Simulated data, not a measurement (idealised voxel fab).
process module | voxel trench capacitor
cross-section cut | 285 nm wide | cells 5 nm
A cross-section is a grid of square cells, given in bands from the top down. A band is one or more rows of cells.
Each band's line starts with the height of the band's top and of its bottom, in nm. Then come its materials from left to right, each with its width in nm. One material with "throughout" fills the band from edge to edge. "air" is empty space.
Height 0 is the level under which the wafer as received is all one material. The lowest band goes on downwards, as in "0 down".
A width such as "30 to 40" changes by the same amount from each row of cells to the next, from the band's top row to its bottom row.
"no change" after a step means that no cell of the cross-section changed.
closed voids: empty space of 8 cells or more with no open way to the top, each as width x height at its distance from the left edge, in nm
after a step's settings: what the simulator itself notes on the step
overlay nm, on a step with a mask: how far to the right of its planned place the mask lay; to the left if negative
plan
1 op RECEIVE | material Si
2 op CONFORMAL_DEP | material SiN | thk nm 5
3 op MASKED_ETCH | tone open | mask id TRENCH | width nm 30 | pitch nm 50 | etch materials SiN | depth nm 5 | overlay nm 0
4 op MASKED_ETCH | tone open | mask id TRENCH | width nm 30 | pitch nm 50 | etch materials Si | depth nm 25 | overlay nm 0
5 op CONFORMAL_DEP | material HfO2 | thk nm 5
6 op CONFORMAL_DEP | material TiN | thk nm 5
7 op FILL_DEP | material W | thk nm 5
8 op CMP | height nm 5
first wafer, as planned
as received, after step 1
  0 down: Si throughout
  closed voids: none
after step 2
  5 to 0: SiN throughout
  below 0: unchanged
after step 3
  5 to 0: SiN 100 | air 30 | SiN 20 | air 30 | SiN 105
  below 0: unchanged
after step 4
  5 to 0: SiN 100 | air 30 | SiN 20 | air 30 | SiN 105
  0 to -25: Si 100 | air 30 | Si 20 | air 30 | Si 105
  below -25: unchanged
after step 5
  10 to 5: HfO2 105 | air 20 | HfO2 30 | air 20 | HfO2 110
  5 to 0: SiN 100 | HfO2 5 | air 20 | HfO2 5 | SiN 20 | HfO2 5 | air 20 | HfO2 5 | SiN 105
  0 to -20: Si 100 | HfO2 5 | air 20 | HfO2 5 | Si 20 | HfO2 5 | air 20 | HfO2 5 | Si 105
  -20 to -25: Si 100 | HfO2 30 | Si 20 | HfO2 30 | Si 105
  below -25: unchanged
after step 6
  15 to 10: TiN 110 | air 10 | TiN 40 | air 10 | TiN 115
  10 to 5: HfO2 105 | TiN 5 | air 10 | TiN 5 | HfO2 30 | TiN 5 | air 10 | TiN 5 | HfO2 110
  5 to 0: SiN 100 | HfO2 5 | TiN 5 | air 10 | TiN 5 | HfO2 5 | SiN 20 | HfO2 5 | TiN 5 | air 10 | TiN 5 | HfO2 5 | SiN 105
  0 to -15: Si 100 | HfO2 5 | TiN 5 | air 10 | TiN 5 | HfO2 5 | Si 20 | HfO2 5 | TiN 5 | air 10 | TiN 5 | HfO2 5 | Si 105
  -15 to -20: Si 100 | HfO2 5 | TiN 20 | HfO2 5 | Si 20 | HfO2 5 | TiN 20 | HfO2 5 | Si 105
  below -20: unchanged
after step 7
  20 to 15: W throughout
  15 to 10: TiN 110 | W 10 | TiN 40 | W 10 | TiN 115
  10 to 5: HfO2 105 | TiN 5 | W 10 | TiN 5 | HfO2 30 | TiN 5 | W 10 | TiN 5 | HfO2 110
  5 to 0: SiN 100 | HfO2 5 | TiN 5 | W 10 | TiN 5 | HfO2 5 | SiN 20 | HfO2 5 | TiN 5 | W 10 | TiN 5 | HfO2 5 | SiN 105
  0 to -15: Si 100 | HfO2 5 | TiN 5 | W 10 | TiN 5 | HfO2 5 | Si 20 | HfO2 5 | TiN 5 | W 10 | TiN 5 | HfO2 5 | Si 105
  below -15: unchanged
after step 8
  5 to 0: SiN 100 | HfO2 5 | TiN 5 | W 10 | TiN 5 | HfO2 5 | SiN 20 | HfO2 5 | TiN 5 | W 10 | TiN 5 | HfO2 5 | SiN 105
  below 0: unchanged
second wafer: like start, like plan, one mistake. Through step 1 it matches the first wafer
when step 2 should have ended: no change
when step 3 should have ended: no change
when step 4 should have ended
  0 to -25: Si 100 | air 30 | Si 20 | air 30 | Si 105
  below -25: unchanged
when step 5 should have ended
  5 to 0: HfO2 105 | air 20 | HfO2 30 | air 20 | HfO2 110
  0 to -20: Si 100 | HfO2 5 | air 20 | HfO2 5 | Si 20 | HfO2 5 | air 20 | HfO2 5 | Si 105
  -20 to -25: Si 100 | HfO2 30 | Si 20 | HfO2 30 | Si 105
  below -25: unchanged
when step 6 should have ended
  10 to 5: TiN 110 | air 10 | TiN 40 | air 10 | TiN 115
  5 to 0: HfO2 105 | TiN 5 | air 10 | TiN 5 | HfO2 30 | TiN 5 | air 10 | TiN 5 | HfO2 110
  0 to -15: Si 100 | HfO2 5 | TiN 5 | air 10 | TiN 5 | HfO2 5 | Si 20 | HfO2 5 | TiN 5 | air 10 | TiN 5 | HfO2 5 | Si 105
  -15 to -20: Si 100 | HfO2 5 | TiN 20 | HfO2 5 | Si 20 | HfO2 5 | TiN 20 | HfO2 5 | Si 105
  below -20: unchanged
when step 7 should have ended
  15 to 10: W throughout
  10 to 5: TiN 110 | W 10 | TiN 40 | W 10 | TiN 115
  5 to 0: HfO2 105 | TiN 5 | W 10 | TiN 5 | HfO2 30 | TiN 5 | W 10 | TiN 5 | HfO2 110
  0 to -15: Si 100 | HfO2 5 | TiN 5 | W 10 | TiN 5 | HfO2 5 | Si 20 | HfO2 5 | TiN 5 | W 10 | TiN 5 | HfO2 5 | Si 105
  below -15: unchanged
when step 8 should have ended
  5 to 0: HfO2 105 | TiN 5 | W 10 | TiN 5 | HfO2 30 | TiN 5 | W 10 | TiN 5 | HfO2 110
  below 0: unchanged
what went wrong: step 2 was left out
at the end the second wafer has, in cells: 45 more of HfO2 | 45 fewer of SiN
